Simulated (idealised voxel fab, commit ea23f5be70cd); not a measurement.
process module | voxel trench capacitor
cross-section cut | 285 nm wide | cells 5 nm
A cross-section is a grid of square cells, given in bands from the top down. A band is one or more rows of cells.
Each band's line starts with the height of the band's top and of its bottom, in nm. Then come its materials from left to right, each with its width in nm. One material with "throughout" fills the band from edge to edge. "air" is empty space.
Height 0 is the level under which the wafer as received is all one material. The lowest band goes on downwards, as in "0 down".
A width such as "30 to 40" changes by the same amount from each row of cells to the next, from the band's top row to its bottom row.
"no change" after a step means that no cell of the cross-section changed.
closed voids: empty space of 8 cells or more with no open way to the top, each as width x height at its distance from the left edge, in nm
after a step's settings: what the simulator itself notes on the step
overlay nm, on a step with a mask: how far to the right of its planned place the mask lay; to the left if negative
plan
1 op RECEIVE | material Si
2 op CONFORMAL_DEP | material SiN | thk nm 10
3 op PATTERN | tone open | mask id TRENCH | material resist | width nm 20 | pitch nm 50 | thk nm 15 | overlay nm 0
4 op DIRECTIONAL_ETCH | etch materials SiN | depth nm 10
5 op DIRECTIONAL_ETCH | etch materials Si | depth nm 35
6 op STRIP | etch materials resist
7 op CONFORMAL_DEP | material SiO2 | thk nm 5
8 op FILL_DEP | material polySi | thk nm 5
9 op CMP | height nm 10
as received, after step 1
  0 down: Si throughout
  closed voids: none
a wafer at the end: this start, this plan, one mistake
  10 to 0: SiN 115 | SiO2 5 | polySi 10 | SiO2 5 | SiN 30 | SiO2 5 | polySi 10 | SiO2 5 | SiN 100
  0 to -30: Si 115 | SiO2 5 | polySi 10 | SiO2 5 | Si 30 | SiO2 5 | polySi 10 | SiO2 5 | Si 100
  -30 to -35: Si 115 | SiO2 20 | Si 30 | SiO2 20 | Si 100
  -35 down: Si throughout
  closed voids: none
what went wrong: step 3 ran as: op PATTERN | tone open | mask id TRENCH | material resist | width nm 20 | pitch nm 50 | thk nm 15 | overlay nm 10
